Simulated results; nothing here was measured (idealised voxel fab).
process module | voxel self aligned contacts
cross-section cut | 270 nm wide | cells 5 nm
A cross-section is a grid of square cells, given in bands from the top down. A band is one or more rows of cells.
Each band's line starts with the height of the band's top and of its bottom, in nm. Then come its materials from left to right, each with its width in nm. One material with "throughout" fills the band from edge to edge. "air" is empty space.
Height 0 is the level under which the wafer as received is all one material. The lowest band goes on downwards, as in "0 down".
A width such as "30 to 40" changes by the same amount from each row of cells to the next, from the band's top row to its bottom row.
"no change" after a step means that no cell of the cross-section changed.
closed voids: empty space of 8 cells or more with no open way to the top, each as width x height at its distance from the left edge, in nm
after a step's settings: what the simulator itself notes on the step
overlay nm, on a step with a mask: how far to the right of its planned place the mask lay; to the left if negative
plan
1 op RECEIVE | material Si
2 op OXIDIZE | depth nm 5
3 op DIRECTIONAL_DEP | material polySi | thk nm 30
4 op DIRECTIONAL_DEP | material SiN | thk nm 15
5 op MASKED_ETCH | tone cover | mask id GATE | width nm 25 | pitch nm 55 | etch materials SiN | depth nm 15 | overlay nm 0
6 op MASKED_ETCH | tone cover | mask id GATE | width nm 25 | pitch nm 55 | etch materials polySi | depth nm 30 | overlay nm 0
7 op CONFORMAL_DEP | material SiN | thk nm 5
8 op DIRECTIONAL_ETCH | etch materials SiN | depth nm 5
9 op FILL_DEP | material SiO2 | thk nm 10
10 op CMP | height nm 50
11 op MASKED_ETCH | tone open | mask id CONTACT | width nm 40 | pitch nm 55 | etch materials SiO2 | depth nm 55 | overlay nm 0
12 op CONFORMAL_DEP | material TiN | thk nm 5
13 op FILL_DEP | material Ru | thk nm 10
14 op CMP | height nm 50
15 op CONFORMAL_DEP | material SiCN | thk nm 5
first wafer, as planned
as received, after step 1
  0 down: Si throughout
  closed voids: none
after step 2
  0 to -5: SiO2 throughout
  below -5: unchanged
after step 3
  30 to 0: polySi throughout
  below 0: unchanged
after step 4
  45 to 30: SiN throughout
  below 30: unchanged
after step 5
  45 to 30: air 65 | SiN 25 | air 30 | SiN 25 | air 30 | SiN 25 | air 70
  below 30: unchanged
after step 6
  45 to 30: air 65 | SiN 25 | air 30 | SiN 25 | air 30 | SiN 25 | air 70
  30 to 0: air 65 | polySi 25 | air 30 | polySi 25 | air 30 | polySi 25 | air 70
  below 0: unchanged
after step 7
  50 to 30: air 60 | SiN 35 | air 20 | SiN 35 | air 20 | SiN 35 | air 65
  30 to 5: air 60 | SiN 5 | polySi 25 | SiN 5 | air 20 | SiN 5 | polySi 25 | SiN 5 | air 20 | SiN 5 | polySi 25 | SiN 5 | air 65
  5 to 0: SiN 65 | polySi 25 | SiN 30 | polySi 25 | SiN 30 | polySi 25 | SiN 70
  below 0: unchanged
after step 8
  45 to 30: air 60 | SiN 35 | air 20 | SiN 35 | air 20 | SiN 35 | air 65
  30 to 0: air 60 | SiN 5 | polySi 25 | SiN 5 | air 20 | SiN 5 | polySi 25 | SiN 5 | air 20 | SiN 5 | polySi 25 | SiN 5 | air 65
  below 0: unchanged
after step 9
  55 to 45: SiO2 throughout
  45 to 30: SiO2 60 | SiN 35 | SiO2 20 | SiN 35 | SiO2 20 | SiN 35 | SiO2 65
  30 to 0: SiO2 60 | SiN 5 | polySi 25 | SiN 5 | SiO2 20 | SiN 5 | polySi 25 | SiN 5 | SiO2 20 | SiN 5 | polySi 25 | SiN 5 | SiO2 65
  below 0: unchanged
after step 10
  50 to 45: SiO2 throughout
  below 45: unchanged
after step 11
  50 to 45: SiO2 85 | air 40 | SiO2 15 | air 40 | SiO2 90
  45 to 30: SiO2 60 | SiN 35 | air 20 | SiN 35 | air 20 | SiN 35 | SiO2 65
  30 to 0: SiO2 60 | SiN 5 | polySi 25 | SiN 5 | air 20 | SiN 5 | polySi 25 | SiN 5 | air 20 | SiN 5 | polySi 25 | SiN 5 | SiO2 65
  0 to -5: SiO2 95 | air 20 | SiO2 35 | air 20 | SiO2 100
  below -5: unchanged
after step 12
  55 to 50: TiN 90 | air 30 | TiN 25 | air 30 | TiN 95
  50 to 45: SiO2 85 | TiN 15 | air 10 | TiN 15 | SiO2 15 | TiN 15 | air 10 | TiN 15 | SiO2 90
  45 to 30: SiO2 60 | SiN 35 | TiN 5 | air 10 | TiN 5 | SiN 35 | TiN 5 | air 10 | TiN 5 | SiN 35 | SiO2 65
  30 to 0: SiO2 60 | SiN 5 | polySi 25 | SiN 5 | TiN 5 | air 10 | TiN 5 | SiN 5 | polySi 25 | SiN 5 | TiN 5 | air 10 | TiN 5 | SiN 5 | polySi 25 | SiN 5 | SiO2 65
  0 to -5: SiO2 95 | TiN 20 | SiO2 35 | TiN 20 | SiO2 100
  below -5: unchanged
after step 13
  65 to 55: Ru throughout
  55 to 50: TiN 90 | Ru 30 | TiN 25 | Ru 30 | TiN 95
  50 to 45: SiO2 85 | TiN 15 | Ru 10 | TiN 15 | SiO2 15 | TiN 15 | Ru 10 | TiN 15 | SiO2 90
  45 to 30: SiO2 60 | SiN 35 | TiN 5 | Ru 10 | TiN 5 | SiN 35 | TiN 5 | Ru 10 | TiN 5 | SiN 35 | SiO2 65
  30 to 0: SiO2 60 | SiN 5 | polySi 25 | SiN 5 | TiN 5 | Ru 10 | TiN 5 | SiN 5 | polySi 25 | SiN 5 | TiN 5 | Ru 10 | TiN 5 | SiN 5 | polySi 25 | SiN 5 | SiO2 65
  below 0: unchanged
after step 14
  50 to 45: SiO2 85 | TiN 15 | Ru 10 | TiN 15 | SiO2 15 | TiN 15 | Ru 10 | TiN 15 | SiO2 90
  below 45: unchanged
after step 15
  55 to 50: SiCN throughout
  below 50: unchanged
second wafer: like start, like plan, one mistake. Through step 1 it matches the first wafer
when step 2 should have ended
  30 to 0: polySi throughout
  below 0: unchanged
when step 3 should have ended
  30 to 25: SiO2 throughout
  below 25: unchanged
when step 4 should have ended
  45 to 30: SiN throughout
  below 30: unchanged
when step 5 should have ended
  45 to 30: air 65 | SiN 25 | air 30 | SiN 25 | air 30 | SiN 25 | air 70
  below 30: unchanged
when step 6 should have ended: no change
when step 7 should have ended
  50 to 35: air 60 | SiN 35 | air 20 | SiN 35 | air 20 | SiN 35 | air 65
  35 to 30: SiN throughout
  below 30: unchanged
when step 8 should have ended
  45 to 30: air 60 | SiN 35 | air 20 | SiN 35 | air 20 | SiN 35 | air 65
  below 30: unchanged
when step 9 should have ended
  55 to 45: SiO2 throughout
  45 to 30: SiO2 60 | SiN 35 | SiO2 20 | SiN 35 | SiO2 20 | SiN 35 | SiO2 65
  below 30: unchanged
when step 10 should have ended
  50 to 45: SiO2 throughout
  below 45: unchanged
when step 11 should have ended
  50 to 45: SiO2 85 | air 40 | SiO2 15 | air 40 | SiO2 90
  45 to 30: SiO2 60 | SiN 35 | air 20 | SiN 35 | air 20 | SiN 35 | SiO2 65
  30 to 25: SiO2 95 | air 20 | SiO2 35 | air 20 | SiO2 100
  below 25: unchanged
when step 12 should have ended
  55 to 50: TiN 90 | air 30 | TiN 25 | air 30 | TiN 95
  50 to 45: SiO2 85 | TiN 15 | air 10 | TiN 15 | SiO2 15 | TiN 15 | air 10 | TiN 15 | SiO2 90
  45 to 30: SiO2 60 | SiN 35 | TiN 5 | air 10 | TiN 5 | SiN 35 | TiN 5 | air 10 | TiN 5 | SiN 35 | SiO2 65
  30 to 25: SiO2 95 | TiN 20 | SiO2 35 | TiN 20 | SiO2 100
  below 25: unchanged
when step 13 should have ended
  65 to 55: Ru throughout
  55 to 50: TiN 90 | Ru 30 | TiN 25 | Ru 30 | TiN 95
  50 to 45: SiO2 85 | TiN 15 | Ru 10 | TiN 15 | SiO2 15 | TiN 15 | Ru 10 | TiN 15 | SiO2 90
  45 to 30: SiO2 60 | SiN 35 | TiN 5 | Ru 10 | TiN 5 | SiN 35 | TiN 5 | Ru 10 | TiN 5 | SiN 35 | SiO2 65
  below 30: unchanged
when step 14 should have ended
  50 to 45: SiO2 85 | TiN 15 | Ru 10 | TiN 15 | SiO2 15 | TiN 15 | Ru 10 | TiN 15 | SiO2 90
  below 45: unchanged
when step 15 should have ended
  55 to 50: SiCN throughout
  below 50: unchanged
what went wrong: steps 2 and 3 were swapped
at the end the second wafer has, in cells: 24 fewer of Ru | 54 more of Si | 36 fewer of SiN | 150 fewer of SiO2 | 24 fewer of TiN | 180 more of polySi
